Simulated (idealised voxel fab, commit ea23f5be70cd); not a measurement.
Herein follows the process module entitled voxel quadruple lines.
Cross-section cut: width 255 nm, square cells of 5 nm.
Bands, listed from the top down, are how a cross-section gets written in this document; the cross-section itself is a grid of square cells, and a band is one or more rows of them.
Within each band entry, the heights of the top and of the bottom of the band appear first, in that order and in nm; the materials of the band then follow from left to right, each with its corresponding width in nm. The designation "all across" on a single material indicates that it fills the band from edge to edge; the designation "blank" indicates empty space.
Heads up on the height convention: 0 is the point under which the incoming wafer is all one material, and the lowest band has no bottom, it just keeps going down, like "0 nm and below".
Width "30..40": first value at the band's top row of cells, second value at its bottom row, equal change from row to row.
You'll sometimes find "nothing different" written for a step, and that's the way of saying that nowhere in the cross-section did a cell change during that step.
Empty spaces counting at least 8 cells and having no open way to the top are listed in "Sealed void list". The notation width x height at distance is used for each, the distance being from the left edge and all three values in nm.
The remark found on a step's line after its settings is issued by the simulator itself and pertains to that step.
overlay nm, on a step with a mask: how far to the right of its planned place the mask lay; to the left if negative
Pairs from here to the end. Each: cross-section before one process step, cross-section after it, the latter only as far down as the lowest band that changed. Under each: the step between, and its settings. Mind that the pairs may be taken from different runs of this module on the same starting wafer; whether a pair continues from the pair above depends on its entry headed "Prior to step", and it does only where that entry says so.
Prior to step:
    40 nm to 35 nm  blank 70 nm / SiN 20 nm / blank 10 nm / SiN 20 nm / blank 10 nm / SiN 20 nm / blank 10 nm / SiN 20 nm / blank 75 nm
    35 nm to 20 nm  blank 70 nm / SiN 5 nm / polySi 10 nm / SiN 5 nm / blank 10 nm / SiN 5 nm / polySi 10 nm / SiN 5 nm / blank 10 nm / SiN 5 nm / polySi 10 nm / SiN 5 nm / blank 10 nm / SiN 5 nm / polySi 10 nm / SiN 5 nm / blank 75 nm
    20 nm to 15 nm  SiN 75 nm / polySi 10 nm / SiN 20 nm / polySi 10 nm / SiN 20 nm / polySi 10 nm / SiN 20 nm / polySi 10 nm / SiN 80 nm
    15 nm to 5 nm  W all across
    5 nm to 0 nm  Al2O3 all across
    0 nm and below  Si all across
    Sealed void list: none
Post-Process View:
    35 nm to 15 nm  blank 70 nm / SiN 5 nm / polySi 10 nm / SiN 5 nm / blank 10 nm / SiN 5 nm / polySi 10 nm / SiN 5 nm / blank 10 nm / SiN 5 nm / polySi 10 nm / SiN 5 nm / blank 10 nm / SiN 5 nm / polySi 10 nm / SiN 5 nm / blank 75 nm
    Below 15, the layers are the same as they were.
    Sealed void list: none
Step between the cross-sections above: DIRECTIONAL_ETCH [etch materials SiN] [depth nm 5]
Prior to step: we pick up right where the pair above leaves off, with its after cross-section.
Post-Process View:
    35 nm to 15 nm  blank 70 nm / SiN 5 nm / blank 10 nm / SiN 5 nm / blank 10 nm / SiN 5 nm / blank 10 nm / SiN 5 nm / blank 10 nm / SiN 5 nm / blank 10 nm / SiN 5 nm / blank 10 nm / SiN 5 nm / blank 10 nm / SiN 5 nm / blank 75 nm
    Below 15, the layers are the same as they were.
    Sealed void list: none
Step between the cross-sections above: STRIP [etch materials polySi]
Prior to step: we pick up right where the pair above leaves off, with its after cross-section.
Post-Process View:
    35 nm to 15 nm  blank 70 nm / SiN 5 nm / blank 10 nm / SiN 5 nm / blank 10 nm / SiN 5 nm / blank 10 nm / SiN 5 nm / blank 10 nm / SiN 5 nm / blank 10 nm / SiN 5 nm / blank 10 nm / SiN 5 nm / blank 10 nm / SiN 5 nm / blank 75 nm
    15 nm to 5 nm  blank 70 nm / W 5 nm / blank 10 nm / W 5 nm / blank 10 nm / W 5 nm / blank 10 nm / W 5 nm / blank 10 nm / W 5 nm / blank 10 nm / W 5 nm / blank 10 nm / W 5 nm / blank 10 nm / W 5 nm / blank 75 nm
    Below 5, the layers are the same as they were.
    Sealed void list: none
Step between the cross-sections above: DIRECTIONAL_ETCH [etch materials W] [depth nm 15]
Prior to step: we pick up right where the pair above leaves off, with its after cross-section.
Post-Process View:
    15 nm to 5 nm  blank 70 nm / W 5 nm / blank 10 nm / W 5 nm / blank 10 nm / W 5 nm / blank 10 nm / W 5 nm / blank 10 nm / W 5 nm / blank 10 nm / W 5 nm / blank 10 nm / W 5 nm / blank 10 nm / W 5 nm / blank 75 nm
    Below 5, the layers are the same as they were.
    Sealed void list: none
Step between the cross-sections above: STRIP [etch materials SiN]
Prior to step: we pick up right where the pair above leaves off, with its after cross-section.
Post-Process View:
    20 nm to 15 nm  lowk all across
    15 nm to 5 nm  lowk 70 nm / W 5 nm / lowk 10 nm / W 5 nm / lowk 10 nm / W 5 nm / lowk 10 nm / W 5 nm / lowk 10 nm / W 5 nm / lowk 10 nm / W 5 nm / lowk 10 nm / W 5 nm / lowk 10 nm / W 5 nm / lowk 75 nm
    Below 5, the layers are the same as they were.
    Sealed void list: none
Step between the cross-sections above: FILL_DEP [material lowk] [thk nm 5]
Prior to step:
    60 nm to 40 nm  aC all across
    40 nm to 20 nm  polySi all across
    20 nm to 5 nm  W all across
    5 nm to 0 nm  Al2O3 all across
    0 nm and below  Si all across
    Sealed void list: none
Post-Process View:
    85 nm to 60 nm  blank 85 nm / resist 25 nm / blank 35 nm / resist 25 nm / blank 85 nm
    Below 60, the layers are the same as they were.
    Sealed void list: none
Step between the cross-sections above: PATTERN [tone cover] [mask id MANDREL] [material resist] [width nm 25] [pitch nm 60] [thk nm 25] [overlay nm 0]
Prior to step: we pick up right where the pair above leaves off, with its after cross-section.
Post-Process View:
    65 nm to 60 nm  blank 85 nm / resist 25 nm / blank 35 nm / resist 25 nm / blank 85 nm
    60 nm to 40 nm  blank 85 nm / aC 25 nm / blank 35 nm / aC 25 nm / blank 85 nm
    Below 40, the layers are the same as they were.
    Sealed void list: none
Step between the cross-sections above: DIRECTIONAL_ETCH [etch materials aC] [depth nm 20]
Prior to step: we pick up right where the pair above leaves off, with its after cross-section.
Post-Process View:
    60 nm to 40 nm  blank 85 nm / aC 25 nm / blank 35 nm / aC 25 nm / blank 85 nm
    Below 40, the layers are the same as they were.
    Sealed void list: none
Step between the cross-sections above: STRIP [etch materials resist]
Prior to step: we pick up right where the pair above leaves off, with its after cross-section.
Post-Process View:
    70 nm to 60 nm  blank 75 nm / SiO2 45 nm / blank 15 nm / SiO2 45 nm / blank 75 nm
    60 nm to 50 nm  blank 75 nm / SiO2 10 nm / aC 25 nm / SiO2 10 nm / blank 15 nm / SiO2 10 nm / aC 25 nm / SiO2 10 nm / blank 75 nm
    50 nm to 40 nm  SiO2 85 nm / aC 25 nm / SiO2 35 nm / aC 25 nm / SiO2 85 nm
    Below 40, the layers are the same as they were.
    Sealed void list: none
Step between the cross-sections above: CONFORMAL_DEP [material SiO2] [thk nm 10]
Prior to step: we pick up right where the pair above leaves off, with its after cross-section.
Post-Process View:
    60 nm to 40 nm  blank 75 nm / SiO2 10 nm / aC 25 nm / SiO2 10 nm / blank 15 nm / SiO2 10 nm / aC 25 nm / SiO2 10 nm / blank 75 nm
    Below 40, the layers are the same as they were.
    Sealed void list: none
Step between the cross-sections above: DIRECTIONAL_ETCH [etch materials SiO2] [depth nm 10]
Prior to step: we pick up right where the pair above leaves off, with its after cross-section.
Post-Process View:
    60 nm to 40 nm  blank 75 nm / SiO2 10 nm / blank 25 nm / SiO2 10 nm / blank 15 nm / SiO2 10 nm / blank 25 nm / SiO2 10 nm / blank 75 nm
    Below 40, the layers are the same as they were.
    Sealed void list: none
Step between the cross-sections above: STRIP [etch materials aC]
Prior to step: we pick up right where the pair above leaves off, with its after cross-section.
Post-Process View:
    60 nm to 40 nm  blank 75 nm / SiO2 10 nm / blank 25 nm / SiO2 10 nm / blank 15 nm / SiO2 10 nm / blank 25 nm / SiO2 10 nm / blank 75 nm
    40 nm to 20 nm  blank 75 nm / polySi 10 nm / blank 25 nm / polySi 10 nm / blank 15 nm / polySi 10 nm / blank 25 nm / polySi 10 nm / blank 75 nm
    Below 20, the layers are the same as they were.
    Sealed void list: none
Step between the cross-sections above: DIRECTIONAL_ETCH [etch materials polySi] [depth nm 20]
Prior to step: we pick up right where the pair above leaves off, with its after cross-section.
Post-Process View:
    40 nm to 20 nm  blank 75 nm / polySi 10 nm / blank 25 nm / polySi 10 nm / blank 15 nm / polySi 10 nm / blank 25 nm / polySi 10 nm / blank 75 nm
    Below 20, the layers are the same as they were.
    Sealed void list: none
Step between the cross-sections above: STRIP [etch materials SiO2]
Prior to step: we pick up right where the pair above leaves off, with its after cross-section.
Post-Process View:
    45 nm to 40 nm  blank 70 nm / SiN 20 nm / blank 15 nm / SiN 20 nm / blank 5 nm / SiN 20 nm / blank 15 nm / SiN 20 nm / blank 70 nm
    40 nm to 25 nm  blank 70 nm / SiN 5 nm / polySi 10 nm / SiN 5 nm / blank 15 nm / SiN 5 nm / polySi 10 nm / SiN 5 nm / blank 5 nm / SiN 5 nm / polySi 10 nm / SiN 5 nm / blank 15 nm / SiN 5 nm / polySi 10 nm / SiN 5 nm / blank 70 nm
    25 nm to 20 nm  SiN 75 nm / polySi 10 nm / SiN 25 nm / polySi 10 nm / SiN 15 nm / polySi 10 nm / SiN 25 nm / polySi 10 nm / SiN 75 nm
    Below 20, the layers are the same as they were.
    Sealed void list: none
Step between the cross-sections above: CONFORMAL_DEP [material SiN] [thk nm 5]
Prior to step: we pick up right where the pair above leaves off, with its after cross-section.
Post-Process View:
    40 nm to 20 nm  blank 70 nm / SiN 5 nm / polySi 10 nm / SiN 5 nm / blank 15 nm / SiN 5 nm / polySi 10 nm / SiN 5 nm / blank 5 nm / SiN 5 nm / polySi 10 nm / SiN 5 nm / blank 15 nm / SiN 5 nm / polySi 10 nm / SiN 5 nm / blank 70 nm
    Below 20, the layers are the same as they were.
    Sealed void list: none
Step between the cross-sections above: DIRECTIONAL_ETCH [etch materials SiN] [depth nm 5]
Prior to step: we pick up right where the pair above leaves off, with its after cross-section.
Post-Process View:
    40 nm to 20 nm  blank 70 nm / SiN 5 nm / blank 10 nm / SiN 5 nm / blank 15 nm / SiN 5 nm / blank 10 nm / SiN 5 nm / blank 5 nm / SiN 5 nm / blank 10 nm / SiN 5 nm / blank 15 nm / SiN 5 nm / blank 10 nm / SiN 5 nm / blank 70 nm
    Below 20, the layers are the same as they were.
    Sealed void list: none
Step between the cross-sections above: STRIP [etch materials polySi]
Prior to step: we pick up right where the pair above leaves off, with its after cross-section.
Post-Process View:
    40 nm to 20 nm  blank 70 nm / SiN 5 nm / blank 10 nm / SiN 5 nm / blank 15 nm / SiN 5 nm / blank 10 nm / SiN 5 nm / blank 5 nm / SiN 5 nm / blank 10 nm / SiN 5 nm / blank 15 nm / SiN 5 nm / blank 10 nm / SiN 5 nm / blank 70 nm
    20 nm to 5 nm  blank 70 nm / W 5 nm / blank 10 nm / W 5 nm / blank 15 nm / W 5 nm / blank 10 nm / W 5 nm / blank 5 nm / W 5 nm / blank 10 nm / W 5 nm / blank 15 nm / W 5 nm / blank 10 nm / W 5 nm / blank 70 nm
    Below 5, the layers are the same as they were.
    Sealed void list: none
Step between the cross-sections above: DIRECTIONAL_ETCH [etch materials W] [depth nm 15]
Prior to step: we pick up right where the pair above leaves off, with its after cross-section.
Post-Process View:
    20 nm to 5 nm  blank 70 nm / W 5 nm / blank 10 nm / W 5 nm / blank 15 nm / W 5 nm / blank 10 nm / W 5 nm / blank 5 nm / W 5 nm / blank 10 nm / W 5 nm / blank 15 nm / W 5 nm / blank 10 nm / W 5 nm / blank 70 nm
    Below 5, the layers are the same as they were.
    Sealed void list: none
Step between the cross-sections above: STRIP [etch materials SiN]
Prior to step: we pick up right where the pair above leaves off, with its after cross-section.
Post-Process View:
    25 nm to 20 nm  lowk all across
    20 nm to 5 nm  lowk 70 nm / W 5 nm / lowk 10 nm / W 5 nm / lowk 15 nm / W 5 nm / lowk 10 nm / W 5 nm / lowk 5 nm / W 5 nm / lowk 10 nm / W 5 nm / lowk 15 nm / W 5 nm / lowk 10 nm / W 5 nm / lowk 70 nm
    Below 5, the layers are the same as they were.
    Sealed void list: none
Step between the cross-sections above: FILL_DEP [material lowk] [thk nm 5]
Prior to step: we pick up right where the pair above leaves off, with its after cross-section.
Post-Process View:
    20 nm to 5 nm  lowk 70 nm / W 5 nm / lowk 10 nm / W 5 nm / lowk 15 nm / W 5 nm / lowk 10 nm / W 5 nm / lowk 5 nm / W 5 nm / lowk 10 nm / W 5 nm / lowk 15 nm / W 5 nm / lowk 10 nm / W 5 nm / lowk 70 nm
    Below 5, the layers are the same as they were.
    Sealed void list: none
Step between the cross-sections above: CMP [height nm 20]
Prior to step:
    60 nm to 40 nm  aC all across
    40 nm to 20 nm  polySi all across
    20 nm to 5 nm  W all across
    5 nm to 0 nm  Al2O3 all across
    0 nm and below  Si all across
    Sealed void list: none
Post-Process View:
    85 nm to 60 nm  blank 95 nm / resist 20 nm / blank 40 nm / resist 20 nm / blank 80 nm
    Below 60, the layers are the same as they were.
    Sealed void list: none
Step between the cross-sections above: PATTERN [tone cover] [mask id MANDREL] [material resist] [width nm 20] [pitch nm 60] [thk nm 25] [overlay nm 10]
Prior to step: we pick up right where the pair above leaves off, with its after cross-section.
Post-Process View:
    65 nm to 60 nm  blank 95 nm / resist 20 nm / blank 40 nm / resist 20 nm / blank 80 nm
    60 nm to 40 nm  blank 95 nm / aC 20 nm / blank 40 nm / aC 20 nm / blank 80 nm
    Below 40, the layers are the same as they were.
    Sealed void list: none
Step between the cross-sections above: DIRECTIONAL_ETCH [etch materials aC] [depth nm 20]
Prior to step: we pick up right where the pair above leaves off, with its after cross-section.
Post-Process View:
    60 nm to 40 nm  blank 95 nm / aC 20 nm / blank 40 nm / aC 20 nm / blank 80 nm
    Below 40, the layers are the same as they were.
    Sealed void list: none
Step between the cross-sections above: STRIP [etch materials resist]
Prior to step: we pick up right where the pair above leaves off, with its after cross-section.
Post-Process View:
    70 nm to 60 nm  blank 85 nm / SiO2 40 nm / blank 20 nm / SiO2 40 nm / blank 70 nm
    60 nm to 50 nm  blank 85 nm / SiO2 10 nm / aC 20 nm / SiO2 10 nm / blank 20 nm / SiO2 10 nm / aC 20 nm / SiO2 10 nm / blank 70 nm
    50 nm to 40 nm  SiO2 95 nm / aC 20 nm / SiO2 40 nm / aC 20 nm / SiO2 80 nm
    Below 40, the layers are the same as they were.
    Sealed void list: none
Step between the cross-sections above: CONFORMAL_DEP [material SiO2] [thk nm 10]
Prior to step: we pick up right where the pair above leaves off, with its after cross-section.
Post-Process View:
    60 nm to 40 nm  blank 85 nm / SiO2 10 nm / aC 20 nm / SiO2 10 nm / blank 20 nm / SiO2 10 nm / aC 20 nm / SiO2 10 nm / blank 70 nm
    Below 40, the layers are the same as they were.
    Sealed void list: none
Step between the cross-sections above: DIRECTIONAL_ETCH [etch materials SiO2] [depth nm 10]
Prior to step: we pick up right where the pair above leaves off, with its after cross-section.
Post-Process View:
    60 nm to 40 nm  blank 85 nm / SiO2 10 nm / blank 20 nm / SiO2 10 nm / blank 20 nm / SiO2 10 nm / blank 20 nm / SiO2 10 nm / blank 70 nm
    Below 40, the layers are the same as they were.
    Sealed void list: none
Step between the cross-sections above: STRIP [etch materials aC]
Prior to step: we pick up right where the pair above leaves off, with its after cross-section.
Post-Process View:
    60 nm to 40 nm  blank 85 nm / SiO2 10 nm / blank 20 nm / SiO2 10 nm / blank 20 nm / SiO2 10 nm / blank 20 nm / SiO2 10 nm / blank 70 nm
    40 nm to 20 nm  blank 85 nm / polySi 10 nm / blank 20 nm / polySi 10 nm / blank 20 nm / polySi 10 nm / blank 20 nm / polySi 10 nm / blank 70 nm
    Below 20, the layers are the same as they were.
    Sealed void list: none
Step between the cross-sections above: DIRECTIONAL_ETCH [etch materials polySi] [depth nm 20]
Prior to step: we pick up right where the pair above leaves off, with its after cross-section.
Post-Process View:
    40 nm to 20 nm  blank 85 nm / polySi 10 nm / blank 20 nm / polySi 10 nm / blank 20 nm / polySi 10 nm / blank 20 nm / polySi 10 nm / blank 70 nm
    Below 20, the layers are the same as they were.
    Sealed void list: none
Step between the cross-sections above: STRIP [etch materials SiO2]
Prior to step: we pick up right where the pair above leaves off, with its after cross-section.
Post-Process View:
    45 nm to 40 nm  blank 80 nm / SiN 20 nm / blank 10 nm / SiN 20 nm / blank 10 nm / SiN 20 nm / blank 10 nm / SiN 20 nm / blank 65 nm
    40 nm to 25 nm  blank 80 nm / SiN 5 nm / polySi 10 nm / SiN 5 nm / blank 10 nm / SiN 5 nm / polySi 10 nm / SiN 5 nm / blank 10 nm / SiN 5 nm / polySi 10 nm / SiN 5 nm / blank 10 nm / SiN 5 nm / polySi 10 nm / SiN 5 nm / blank 65 nm
    25 nm to 20 nm  SiN 85 nm / polySi 10 nm / SiN 20 nm / polySi 10 nm / SiN 20 nm / polySi 10 nm / SiN 20 nm / polySi 10 nm / SiN 70 nm
    Below 20, the layers are the same as they were.
    Sealed void list: none
Step between the cross-sections above: CONFORMAL_DEP [material SiN] [thk nm 5]
Prior to step: we pick up right where the pair above leaves off, with its after cross-section.
Post-Process View:
    40 nm to 20 nm  blank 80 nm / SiN 5 nm / polySi 10 nm / SiN 5 nm / blank 10 nm / SiN 5 nm / polySi 10 nm / SiN 5 nm / blank 10 nm / SiN 5 nm / polySi 10 nm / SiN 5 nm / blank 10 nm / SiN 5 nm / polySi 10 nm / SiN 5 nm / blank 65 nm
    Below 20, the layers are the same as they were.
    Sealed void list: none
Step between the cross-sections above: DIRECTIONAL_ETCH [etch materials SiN] [depth nm 5]
Prior to step: we pick up right where the pair above leaves off, with its after cross-section.
Post-Process View:
    40 nm to 20 nm  blank 80 nm / SiN 5 nm / blank 10 nm / SiN 5 nm / blank 10 nm / SiN 5 nm / blank 10 nm / SiN 5 nm / blank 10 nm / SiN 5 nm / blank 10 nm / SiN 5 nm / blank 10 nm / SiN 5 nm / blank 10 nm / SiN 5 nm / blank 65 nm
    Below 20, the layers are the same as they were.
    Sealed void list: none
Step between the cross-sections above: STRIP [etch materials polySi]
Prior to step: we pick up right where the pair above leaves off, with its after cross-section.
Post-Process View:
    40 nm to 20 nm  blank 80 nm / SiN 5 nm / blank 10 nm / SiN 5 nm / blank 10 nm / SiN 5 nm / blank 10 nm / SiN 5 nm / blank 10 nm / SiN 5 nm / blank 10 nm / SiN 5 nm / blank 10 nm / SiN 5 nm / blank 10 nm / SiN 5 nm / blank 65 nm
    20 nm to 5 nm  blank 80 nm / W 5 nm / blank 10 nm / W 5 nm / blank 10 nm / W 5 nm / blank 10 nm / W 5 nm / blank 10 nm / W 5 nm / blank 10 nm / W 5 nm / blank 10 nm / W 5 nm / blank 10 nm / W 5 nm / blank 65 nm
    Below 5, the layers are the same as they were.
    Sealed void list: none
Step between the cross-sections above: DIRECTIONAL_ETCH [etch materials W] [depth nm 15]
Prior to step: we pick up right where the pair above leaves off, with its after cross-section.
Post-Process View:
    20 nm to 5 nm  blank 80 nm / W 5 nm / blank 10 nm / W 5 nm / blank 10 nm / W 5 nm / blank 10 nm / W 5 nm / blank 10 nm / W 5 nm / blank 10 nm / W 5 nm / blank 10 nm / W 5 nm / blank 10 nm / W 5 nm / blank 65 nm
    Below 5, the layers are the same as they were.
    Sealed void list: none
Step between the cross-sections above: STRIP [etch materials SiN]
Prior to step: we pick up right where the pair above leaves off, with its after cross-section.
Post-Process View:
    25 nm to 20 nm  lowk all across
    20 nm to 5 nm  lowk 80 nm / W 5 nm / lowk 10 nm / W 5 nm / lowk 10 nm / W 5 nm / lowk 10 nm / W 5 nm / lowk 10 nm / W 5 nm / lowk 10 nm / W 5 nm / lowk 10 nm / W 5 nm / lowk 10 nm / W 5 nm / lowk 65 nm
    Below 5, the layers are the same as they were.
    Sealed void list: none
Step between the cross-sections above: FILL_DEP [material lowk] [thk nm 5]
Prior to step: we pick up right where the pair above leaves off, with its after cross-section.
Post-Process View:
    20 nm to 5 nm  lowk 80 nm / W 5 nm / lowk 10 nm / W 5 nm / lowk 10 nm / W 5 nm / lowk 10 nm / W 5 nm / lowk 10 nm / W 5 nm / lowk 10 nm / W 5 nm / lowk 10 nm / W 5 nm / lowk 10 nm / W 5 nm / lowk 65 nm
    Below 5, the layers are the same as they were.
    Sealed void list: none
Step between the cross-sections above: CMP [height nm 20]
Prior to step:
    5 nm to 0 nm  Al2O3 all across
    0 nm and below  Si all across
    Sealed void list: none
Post-Process View:
    20 nm to 5 nm  lowk all across
    Below 5, the layers are the same as they were.
    Sealed void list: none
Step between the cross-sections above: DIRECTIONAL_DEP [material lowk] [thk nm 15]
Prior to step: we pick up right where the pair above leaves off, with its after cross-section.
Post-Process View:
    40 nm to 20 nm  polySi all across
    Below 20, the layers are the same as they were.
    Sealed void list: none
Step between the cross-sections above: DIRECTIONAL_DEP [material polySi] [thk nm 20]
Prior to step: we pick up right where the pair above leaves off, with its after cross-section.
Post-Process View:
    60 nm to 40 nm  aC all across
    Below 40, the layers are the same as they were.
    Sealed void list: none
Step between the cross-sections above: DIRECTIONAL_DEP [material aC] [thk nm 20]
Prior to step: we pick up right where the pair above leaves off, with its after cross-section.
Post-Process View:
    85 nm to 60 nm  blank 85 nm / resist 20 nm / blank 40 nm / resist 20 nm / blank 90 nm
    Below 60, the layers are the same as they were.
    Sealed void list: none
Step between the cross-sections above: PATTERN [tone cover] [mask id MANDREL] [material resist] [width nm 20] [pitch nm 60] [thk nm 25] [overlay nm 0]
Prior to step: we pick up right where the pair above leaves off, with its after cross-section.
Post-Process View:
    65 nm to 60 nm  blank 85 nm / resist 20 nm / blank 40 nm / resist 20 nm / blank 90 nm
    60 nm to 40 nm  blank 85 nm / aC 20 nm / blank 40 nm / aC 20 nm / blank 90 nm
    Below 40, the layers are the same as they were.
    Sealed void list: none
Step between the cross-sections above: DIRECTIONAL_ETCH [etch materials aC] [depth nm 20]
Prior to step: we pick up right where the pair above leaves off, with its after cross-section.
Post-Process View:
    60 nm to 40 nm  blank 85 nm / aC 20 nm / blank 40 nm / aC 20 nm / blank 90 nm
    Below 40, the layers are the same as they were.
    Sealed void list: none
Step between the cross-sections above: STRIP [etch materials resist]
Prior to step: we pick up right where the pair above leaves off, with its after cross-section.
Post-Process View:
    70 nm to 60 nm  blank 75 nm / SiO2 40 nm / blank 20 nm / SiO2 40 nm / blank 80 nm
    60 nm to 50 nm  blank 75 nm / SiO2 10 nm / aC 20 nm / SiO2 10 nm / blank 20 nm / SiO2 10 nm / aC 20 nm / SiO2 10 nm / blank 80 nm
    50 nm to 40 nm  SiO2 85 nm / aC 20 nm / SiO2 40 nm / aC 20 nm / SiO2 90 nm
    Below 40, the layers are the same as they were.
    Sealed void list: none
Step between the cross-sections above: CONFORMAL_DEP [material SiO2] [thk nm 10]
Prior to step: we pick up right where the pair above leaves off, with its after cross-section.
Post-Process View:
    60 nm to 40 nm  blank 75 nm / SiO2 10 nm / aC 20 nm / SiO2 10 nm / blank 20 nm / SiO2 10 nm / aC 20 nm / SiO2 10 nm / blank 80 nm
    Below 40, the layers are the same as they were.
    Sealed void list: none
Step between the cross-sections above: DIRECTIONAL_ETCH [etch materials SiO2] [depth nm 10]
Prior to step: we pick up right where the pair above leaves off, with its after cross-section.
Post-Process View:
    60 nm to 40 nm  blank 75 nm / SiO2 10 nm / blank 20 nm / SiO2 10 nm / blank 20 nm / SiO2 10 nm / blank 20 nm / SiO2 10 nm / blank 80 nm
    Below 40, the layers are the same as they were.
    Sealed void list: none
Step between the cross-sections above: STRIP [etch materials aC]
Prior to step: we pick up right where the pair above leaves off, with its after cross-section.
Post-Process View:
    60 nm to 40 nm  blank 75 nm / SiO2 10 nm / blank 20 nm / SiO2 10 nm / blank 20 nm / SiO2 10 nm / blank 20 nm / SiO2 10 nm / blank 80 nm
    40 nm to 20 nm  blank 75 nm / polySi 10 nm / blank 20 nm / polySi 10 nm / blank 20 nm / polySi 10 nm / blank 20 nm / polySi 10 nm / blank 80 nm
    Below 20, the layers are the same as they were.
    Sealed void list: none
Step between the cross-sections above: DIRECTIONAL_ETCH [etch materials polySi] [depth nm 20]
Prior to step: we pick up right where the pair above leaves off, with its after cross-section.
Post-Process View:
    40 nm to 20 nm  blank 75 nm / polySi 10 nm / blank 20 nm / polySi 10 nm / blank 20 nm / polySi 10 nm / blank 20 nm / polySi 10 nm / blank 80 nm
    Below 20, the layers are the same as they were.
    Sealed void list: none
Step between the cross-sections above: STRIP [etch materials SiO2]
Prior to step: we pick up right where the pair above leaves off, with its after cross-section.
Post-Process View:
    45 nm to 40 nm  blank 70 nm / SiN 20 nm / blank 10 nm / SiN 20 nm / blank 10 nm / SiN 20 nm / blank 10 nm / SiN 20 nm / blank 75 nm
    40 nm to 25 nm  blank 70 nm / SiN 5 nm / polySi 10 nm / SiN 5 nm / blank 10 nm / SiN 5 nm / polySi 10 nm / SiN 5 nm / blank 10 nm / SiN 5 nm / polySi 10 nm / SiN 5 nm / blank 10 nm / SiN 5 nm / polySi 10 nm / SiN 5 nm / blank 75 nm
    25 nm to 20 nm  SiN 75 nm / polySi 10 nm / SiN 20 nm / polySi 10 nm / SiN 20 nm / polySi 10 nm / SiN 20 nm / polySi 10 nm / SiN 80 nm
    Below 20, the layers are the same as they were.
    Sealed void list: none
Step between the cross-sections above: CONFORMAL_DEP [material SiN] [thk nm 5]
Prior to step: we pick up right where the pair above leaves off, with its after cross-section.
Post-Process View:
    40 nm to 20 nm  blank 70 nm / SiN 5 nm / polySi 10 nm / SiN 5 nm / blank 10 nm / SiN 5 nm / polySi 10 nm / SiN 5 nm / blank 10 nm / SiN 5 nm / polySi 10 nm / SiN 5 nm / blank 10 nm / SiN 5 nm / polySi 10 nm / SiN 5 nm / blank 75 nm
    Below 20, the layers are the same as they were.
    Sealed void list: none
Step between the cross-sections above: DIRECTIONAL_ETCH [etch materials SiN] [depth nm 5]
Prior to step: we pick up right where the pair above leaves off, with its after cross-section.
Post-Process View:
    40 nm to 20 nm  blank 70 nm / SiN 5 nm / blank 10 nm / SiN 5 nm / blank 10 nm / SiN 5 nm / blank 10 nm / SiN 5 nm / blank 10 nm / SiN 5 nm / blank 10 nm / SiN 5 nm / blank 10 nm / SiN 5 nm / blank 10 nm / SiN 5 nm / blank 75 nm
    Below 20, the layers are the same as they were.
    Sealed void list: none
Step between the cross-sections above: STRIP [etch materials polySi]
Prior to step: we pick up right where the pair above leaves off, with its after cross-section.
Post-Process View:
    20 nm to 5 nm  lowk all across
    Below 5, the layers are the same as they were.
    Sealed void list: none
Step between the cross-sections above: STRIP [etch materials SiN]
Prior to step: we pick up right where the pair above leaves off, with its after cross-section.
Post-Process View:
    25 nm to 5 nm  lowk all across
    Below 5, the layers are the same as they were.
    Sealed void list: none
Step between the cross-sections above: FILL_DEP [material lowk] [thk nm 5]
Prior to step: we pick up right where the pair above leaves off, with its after cross-section.
Post-Process View:
    20 nm to 5 nm  lowk all across
    Below 5, the layers are the same as they were.
    Sealed void list: none
Step between the cross-sections above: CMP [height nm 20]
Prior to step:
    60 nm to 40 nm  aC all across
    40 nm to 20 nm  polySi all across
    20 nm to 5 nm  W all across
    5 nm to 0 nm  Al2O3 all across
    0 nm and below  Si all across
    Sealed void list: none
Post-Process View:
    85 nm to 60 nm  resist 85 nm / blank 20 nm / resist 40 nm / blank 20 nm / resist 90 nm
    Below 60, the layers are the same as they were.
    Sealed void list: none
Step between the cross-sections above: PATTERN [tone open] [mask id MANDREL] [material resist] [width nm 20] [pitch nm 60] [thk nm 25] [overlay nm 0]
Prior to step: we pick up right where the pair above leaves off, with its after cross-section.
Post-Process View:
    65 nm to 60 nm  resist 85 nm / blank 20 nm / resist 40 nm / blank 20 nm / resist 90 nm
    60 nm to 40 nm  aC 85 nm / blank 20 nm / aC 40 nm / blank 20 nm / aC 90 nm
    Below 40, the layers are the same as they were.
    Sealed void list: none
Step between the cross-sections above: DIRECTIONAL_ETCH [etch materials aC] [depth nm 20]
Prior to step: we pick up right where the pair above leaves off, with its after cross-section.
Post-Process View:
    60 nm to 40 nm  aC 85 nm / blank 20 nm / aC 40 nm / blank 20 nm / aC 90 nm
    Below 40, the layers are the same as they were.
    Sealed void list: none
Step between the cross-sections above: STRIP [etch materials resist]
Prior to step: we pick up right where the pair above leaves off, with its after cross-section.
Post-Process View:
    70 nm to 60 nm  SiO2 all across
    60 nm to 40 nm  aC 85 nm / SiO2 20 nm / aC 40 nm / SiO2 20 nm / aC 90 nm
    Below 40, the layers are the same as they were.
    Sealed void list: none
Step between the cross-sections above: CONFORMAL_DEP [material SiO2] [thk nm 10]
Prior to step: we pick up right where the pair above leaves off, with its after cross-section.
Post-Process View:
    60 nm to 40 nm  aC 85 nm / SiO2 20 nm / aC 40 nm / SiO2 20 nm / aC 90 nm
    Below 40, the layers are the same as they were.
    Sealed void list: none
Step between the cross-sections above: DIRECTIONAL_ETCH [etch materials SiO2] [depth nm 10]
Prior to step: we pick up right where the pair above leaves off, with its after cross-section.
Post-Process View:
    60 nm to 40 nm  blank 85 nm / SiO2 20 nm / blank 40 nm / SiO2 20 nm / blank 90 nm
    Below 40, the layers are the same as they were.
    Sealed void list: none
Step between the cross-sections above: STRIP [etch materials aC]
Prior to step: we pick up right where the pair above leaves off, with its after cross-section.
Post-Process View:
    60 nm to 40 nm  blank 85 nm / SiO2 20 nm / blank 40 nm / SiO2 20 nm / blank 90 nm
    40 nm to 20 nm  blank 85 nm / polySi 20 nm / blank 40 nm / polySi 20 nm / blank 90 nm
    Below 20, the layers are the same as they were.
    Sealed void list: none
Step between the cross-sections above: DIRECTIONAL_ETCH [etch materials polySi] [depth nm 20]
Prior to step: we pick up right where the pair above leaves off, with its after cross-section.
Post-Process View:
    40 nm to 20 nm  blank 85 nm / polySi 20 nm / blank 40 nm / polySi 20 nm / blank 90 nm
    Below 20, the layers are the same as they were.
    Sealed void list: none
Step between the cross-sections above: STRIP [etch materials SiO2]
Prior to step: we pick up right where the pair above leaves off, with its after cross-section.
Post-Process View:
    45 nm to 40 nm  blank 80 nm / SiN 30 nm / blank 30 nm / SiN 30 nm / blank 85 nm
    40 nm to 25 nm  blank 80 nm / SiN 5 nm / polySi 20 nm / SiN 5 nm / blank 30 nm / SiN 5 nm / polySi 20 nm / SiN 5 nm / blank 85 nm
    25 nm to 20 nm  SiN 85 nm / polySi 20 nm / SiN 40 nm / polySi 20 nm / SiN 90 nm
    Below 20, the layers are the same as they were.
    Sealed void list: none
Step between the cross-sections above: CONFORMAL_DEP [material SiN] [thk nm 5]
